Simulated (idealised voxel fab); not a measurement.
process module | voxel ribs on slabs
cross-section cut | 180 nm wide | cells 5 nm
A cross-section is a grid of square cells, given in bands from the top down. A band is one or more rows of cells.
Each band's line starts with the height of the band's top and of its bottom, in nm. Then come its materials from left to right, each with its width in nm. One material with "throughout" fills the band from edge to edge. "air" is empty space.
Height 0 is the level under which the wafer as received is all one material. The lowest band goes on downwards, as in "0 down".
A width such as "30 to 40" changes by the same amount from each row of cells to the next, from the band's top row to its bottom row.
"no change" after a step means that no cell of the cross-section changed.
closed voids: empty space of 8 cells or more with no open way to the top, each as width x height at its distance from the left edge, in nm
after a step's settings: what the simulator itself notes on the step
overlay nm, on a step with a mask: how far to the right of its planned place the mask lay; to the left if negative
plan
1 op RECEIVE | material Si
2 op DIRECTIONAL_DEP | material SiO2 | thk nm 20
3 op DIRECTIONAL_DEP | material SiN | thk nm 15
4 op DIRECTIONAL_DEP | material aC | thk nm 15
5 op PATTERN | tone cover | mask id RIB | material resist | width nm 20 | thk nm 35 | overlay nm 0
6 op DIRECTIONAL_ETCH | etch materials aC | depth nm 15
7 op STRIP | etch materials resist
8 op DIRECTIONAL_ETCH | etch materials SiN | depth nm 5
9 op STRIP | etch materials aC
10 op DIRECTIONAL_DEP | material aC | thk nm 10
11 op PATTERN | tone cover | mask id SLAB | material resist | width nm 60 | thk nm 30 | overlay nm 0
12 op DIRECTIONAL_ETCH | etch materials aC | depth nm 10
13 op STRIP | etch materials resist
14 op DIRECTIONAL_ETCH | etch materials SiN | depth nm 10
15 op STRIP | etch materials aC
16 op FILL_DEP | material SiO2 | thk nm 20
17 op CMP | height nm 50
18 op DIRECTIONAL_DEP | material TiN | thk nm 10
19 op DIRECTIONAL_DEP | material aC | thk nm 15
20 op PATTERN | tone cover | mask id HEATER | material resist | width nm 30 | thk nm 35 | overlay nm 0
21 op DIRECTIONAL_ETCH | etch materials aC | depth nm 15
22 op STRIP | etch materials resist
23 op DIRECTIONAL_ETCH | etch materials TiN | depth nm 10
24 op STRIP | etch materials aC
25 op CONFORMAL_DEP | material SiO2 | thk nm 10
first wafer, as planned
as received, after step 1
  0 down: Si throughout
  closed voids: none
after step 2
  20 to 0: SiO2 throughout
  below 0: unchanged
after step 3
  35 to 20: SiN throughout
  below 20: unchanged
after step 4
  50 to 35: aC throughout
  below 35: unchanged
after step 5
  85 to 50: air 80 | resist 20 | air 80
  below 50: unchanged
after step 6
  70 to 50: air 80 | resist 20 | air 80
  50 to 35: air 80 | aC 20 | air 80
  below 35: unchanged
after step 7
  50 to 35: air 80 | aC 20 | air 80
  below 35: unchanged
after step 8
  50 to 35: air 80 | aC 20 | air 80
  35 to 30: air 80 | SiN 20 | air 80
  below 30: unchanged
after step 9
  35 to 30: air 80 | SiN 20 | air 80
  below 30: unchanged
after step 10
  45 to 40: air 80 | aC 20 | air 80
  40 to 35: aC throughout
  35 to 30: aC 80 | SiN 20 | aC 80
  below 30: unchanged
after step 11
  75 to 45: air 60 | resist 60 | air 60
  45 to 40: air 60 | resist 20 | aC 20 | resist 20 | air 60
  below 40: unchanged
after step 12
  65 to 45: air 60 | resist 60 | air 60
  45 to 40: air 60 | resist 20 | aC 20 | resist 20 | air 60
  40 to 35: air 60 | aC 60 | air 60
  35 to 30: air 60 | aC 20 | SiN 20 | aC 20 | air 60
  below 30: unchanged
after step 13
  45 to 35: air 80 to 60 | aC 20 to 60 | air 80 to 60
  below 35: unchanged
after step 14
  45 to 35: air 80 to 60 | aC 20 to 60 | air 80 to 60
  35 to 30: air 60 | aC 20 | SiN 20 | aC 20 | air 60
  30 to 20: air 60 | SiN 60 | air 60
  below 20: unchanged
after step 15
  35 to 30: air 80 | SiN 20 | air 80
  below 30: unchanged
after step 16
  55 to 35: SiO2 throughout
  35 to 30: SiO2 80 | SiN 20 | SiO2 80
  30 to 20: SiO2 60 | SiN 60 | SiO2 60
  below 20: unchanged
after step 17
  50 to 35: SiO2 throughout
  below 35: unchanged
after step 18
  60 to 50: TiN throughout
  below 50: unchanged
after step 19
  75 to 60: aC throughout
  below 60: unchanged
after step 20
  110 to 75: air 75 | resist 30 | air 75
  below 75: unchanged
after step 21
  95 to 75: air 75 | resist 30 | air 75
  75 to 60: air 75 | aC 30 | air 75
  below 60: unchanged
after step 22
  75 to 60: air 75 | aC 30 | air 75
  below 60: unchanged
after step 23
  75 to 60: air 75 | aC 30 | air 75
  60 to 50: air 75 | TiN 30 | air 75
  below 50: unchanged
after step 24
  60 to 50: air 75 | TiN 30 | air 75
  below 50: unchanged
after step 25
  70 to 60: air 65 | SiO2 50 | air 65
  60 to 50: SiO2 75 | TiN 30 | SiO2 75
  below 50: unchanged
second wafer: like start, like plan, one mistake. Through step 2 it matches the first wafer
when step 3 should have ended
  50 to 20: SiN throughout
  below 20: unchanged
when step 4 should have ended
  65 to 50: aC throughout
  below 50: unchanged
when step 5 should have ended
  100 to 65: air 80 | resist 20 | air 80
  below 65: unchanged
when step 6 should have ended
  85 to 65: air 80 | resist 20 | air 80
  65 to 50: air 80 | aC 20 | air 80
  below 50: unchanged
when step 7 should have ended
  65 to 50: air 80 | aC 20 | air 80
  below 50: unchanged
when step 8 should have ended
  65 to 50: air 80 | aC 20 | air 80
  50 to 45: air 80 | SiN 20 | air 80
  below 45: unchanged
when step 9 should have ended
  50 to 45: air 80 | SiN 20 | air 80
  below 45: unchanged
when step 10 should have ended
  60 to 55: air 80 | aC 20 | air 80
  55 to 50: aC throughout
  50 to 45: aC 80 | SiN 20 | aC 80
  below 45: unchanged
when step 11 should have ended
  90 to 60: air 60 | resist 60 | air 60
  60 to 55: air 60 | resist 20 | aC 20 | resist 20 | air 60
  below 55: unchanged
when step 12 should have ended
  80 to 60: air 60 | resist 60 | air 60
  60 to 55: air 60 | resist 20 | aC 20 | resist 20 | air 60
  55 to 50: air 60 | aC 60 | air 60
  50 to 45: air 60 | aC 20 | SiN 20 | aC 20 | air 60
  below 45: unchanged
when step 13 should have ended
  60 to 50: air 80 to 60 | aC 20 to 60 | air 80 to 60
  below 50: unchanged
when step 14 should have ended
  60 to 50: air 80 to 60 | aC 20 to 60 | air 80 to 60
  50 to 45: air 60 | aC 20 | SiN 20 | aC 20 | air 60
  45 to 35: air 60 | SiN 60 | air 60
  below 35: unchanged
when step 15 should have ended
  50 to 45: air 80 | SiN 20 | air 80
  below 45: unchanged
when step 16 should have ended
  70 to 50: SiO2 throughout
  50 to 45: SiO2 80 | SiN 20 | SiO2 80
  45 to 35: SiO2 60 | SiN 60 | SiO2 60
  below 35: unchanged
when step 17 should have ended
  50 to 45: SiO2 80 | SiN 20 | SiO2 80
  below 45: unchanged
when step 18 should have ended
  60 to 50: TiN throughout
  below 50: unchanged
when step 19 should have ended
  75 to 60: aC throughout
  below 60: unchanged
when step 20 should have ended
  110 to 75: air 75 | resist 30 | air 75
  below 75: unchanged
when step 21 should have ended
  95 to 75: air 75 | resist 30 | air 75
  75 to 60: air 75 | aC 30 | air 75
  below 60: unchanged
when step 22 should have ended
  75 to 60: air 75 | aC 30 | air 75
  below 60: unchanged
when step 23 should have ended
  75 to 60: air 75 | aC 30 | air 75
  60 to 50: air 75 | TiN 30 | air 75
  below 50: unchanged
when step 24 should have ended
  60 to 50: air 75 | TiN 30 | air 75
  below 50: unchanged
when step 25 should have ended
  70 to 60: air 65 | SiO2 50 | air 65
  60 to 50: SiO2 75 | TiN 30 | SiO2 75
  below 50: unchanged
what went wrong: step 3 was run twice
at the end the second wafer has, in cells: 108 more of SiN | 108 fewer of SiO2
